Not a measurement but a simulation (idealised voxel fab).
Process module heading - voxel capacitor over wiring
This is section cut - it's 210 nm across, gridded in 5 nm square cells.
How to read a cross-section here: the picture is a grid of square cells, written as bands going from the top down, and any band can span one or more rows of cells. Heights first: top, then bottom, in nm. Then materials, left to right, each with a width in nm. "full width" on a single material: fills the band edge to edge. "air": empty space. Where do heights start? At 0: under that level the wafer as delivered is made of one material only. And the lowest band has no floor; it just carries on downward, as in "z 0 and below". Width spec "30 to 40" -> top row of cells at first value, bottom row at second value, equal per-row change in between. "remained unchanged" -> step changed no cross-section cell. Entry "Unvented voids" = empty spaces >= 8 cells with no open way to the top; each as width x height at distance, distance from left edge, all nm. Step line, after settings: the simulator's comment on this step. The optional step-line setting "overlay nm" applies to steps with a mask and quantifies how far to the right of its planned location the mask lay, a negative value indicating leftward placement. Reading guide: pairs of cross-sections, before and after one process step; after view cut off at lowest changed band; step and settings listed under each pair. Pairs may stem from different runs of this module on the same starting wafer; continuity with the pair above only where the "Pre-step profile" entry states it.
**Pre-step profile**
    z 95 to 80  SiO2 full width
    z 80 to 75  SiO2 75 nm / TiN 50 nm / SiO2 85 nm
    z 75 to 70  SiO2 75 nm / SiN 50 nm / SiO2 85 nm
    z 70 to 60  SiO2 55 nm / TiN 5 nm / SiO2 15 nm / TiN 55 nm / SiO2 80 nm
    z 60 to 55  lowk 60 nm / TiN 15 nm / lowk 135 nm
    z 55 to 50  lowk 60 nm / SiN 15 nm / lowk 135 nm
    z 50 to 45  lowk 60 nm / TiN 15 nm / lowk 135 nm
    z 45 to 40  SiCN 60 nm / TiN 15 nm / SiCN 135 nm
    z 40 to 20  W 50 nm / SiN 5 nm / lowk 15 nm / SiN 5 nm / W 60 nm / SiN 5 nm / lowk 15 nm / SiN 5 nm / W 50 nm
    z 20 to 15  TiN 50 nm / SiN 25 nm / TiN 60 nm / SiN 25 nm / TiN 50 nm
    z 15 to 0  SiO2 full width
    z 0 and below  Si full width
    Unvented voids: none
**Result of Step**
    z 90 to 80  SiO2 full width
    Everything under 80 stays put, no change at all.
    Unvented voids: none
The process step separating the two cross-sections depicted above is as follows: CMP [height nm 90]
Pre-step profile: unchanged from the after cross-section in the pair immediately above; refer to that figure.
**Result of Step**
    z 100 to 90  aC full width
    Everything under 90 stays put, no change at all.
    Unvented voids: none
The process step separating the two cross-sections depicted above is as follows: DIRECTIONAL_DEP [material aC] [thk nm 10]
Pre-step profile: unchanged from the after cross-section in the pair immediately above; refer to that figure.
**Result of Step**
    z 130 to 100  resist 70 nm / air 15 nm / resist 125 nm
    Everything under 100 stays put, no change at all.
    Unvented voids: none
The process step separating the two cross-sections depicted above is as follows: PATTERN [tone open] [mask id PLUG_2] [material resist] [width nm 15] [thk nm 30] [overlay nm 0]
Pre-step profile: unchanged from the after cross-section in the pair immediately above; refer to that figure.
**Result of Step**
    z 120 to 100  resist 70 nm / air 15 nm / resist 125 nm
    z 100 to 90  aC 70 nm / air 15 nm / aC 125 nm
    Everything under 90 stays put, no change at all.
    Unvented voids: none
The process step separating the two cross-sections depicted above is as follows: DIRECTIONAL_ETCH [etch materials aC] [depth nm 10]
Pre-step profile: unchanged from the after cross-section in the pair immediately above; refer to that figure.
**Result of Step**
    z 100 to 90  aC 70 nm / air 15 nm / aC 125 nm
    Everything under 90 stays put, no change at all.
    Unvented voids: none
The process step separating the two cross-sections depicted above is as follows: STRIP [etch materials resist]
Pre-step profile: unchanged from the after cross-section in the pair immediately above; refer to that figure.
**Result of Step**
    z 100 to 90  aC 70 nm / air 15 nm / aC 125 nm
    z 90 to 80  SiO2 70 nm / air 15 nm / SiO2 125 nm
    Everything under 80 stays put, no change at all.
    Unvented voids: none
The process step separating the two cross-sections depicted above is as follows: DIRECTIONAL_ETCH [etch materials SiO2] [depth nm 10]
Pre-step profile: unchanged from the after cross-section in the pair immediately above; refer to that figure.
**Result of Step**
    z 90 to 80  SiO2 70 nm / air 15 nm / SiO2 125 nm
    Everything under 80 stays put, no change at all.
    Unvented voids: none
The process step separating the two cross-sections depicted above is as follows: STRIP [etch materials aC]
Pre-step profile: unchanged from the after cross-section in the pair immediately above; refer to that figure.
**Result of Step**
    z 95 to 90  TiN 75 nm / air 5 nm / TiN 130 nm
    z 90 to 85  SiO2 70 nm / TiN 5 nm / air 5 nm / TiN 5 nm / SiO2 125 nm
    z 85 to 75  SiO2 70 to 75 nm / TiN 15 to 50 nm / SiO2 125 to 85 nm
    Everything under 75 stays put, no change at all.
    Unvented voids: none
The process step separating the two cross-sections depicted above is as follows: CONFORMAL_DEP [material TiN] [thk nm 5]
Pre-step profile: unchanged from the after cross-section in the pair immediately above; refer to that figure.
**Result of Step**
    z 105 to 95  Ru full width
    z 95 to 90  TiN 75 nm / Ru 5 nm / TiN 130 nm
    z 90 to 85  SiO2 70 nm / TiN 5 nm / Ru 5 nm / TiN 5 nm / SiO2 125 nm
    Everything under 85 stays put, no change at all.
    Unvented voids: none
The process step separating the two cross-sections depicted above is as follows: FILL_DEP [material Ru] [thk nm 10]
Pre-step profile: unchanged from the after cross-section in the pair immediately above; refer to that figure.
**Result of Step**
    z 90 to 85  SiO2 70 nm / TiN 5 nm / Ru 5 nm / TiN 5 nm / SiO2 125 nm
    Everything under 85 stays put, no change at all.
    Unvented voids: none
The process step separating the two cross-sections depicted above is as follows: CMP [height nm 90]
Pre-step profile: unchanged from the after cross-section in the pair immediately above; refer to that figure.
**Result of Step**
    z 95 to 90  SiCN full width
    Everything under 90 stays put, no change at all.
    Unvented voids: none
The process step separating the two cross-sections depicted above is as follows: CONFORMAL_DEP [material SiCN] [thk nm 5]
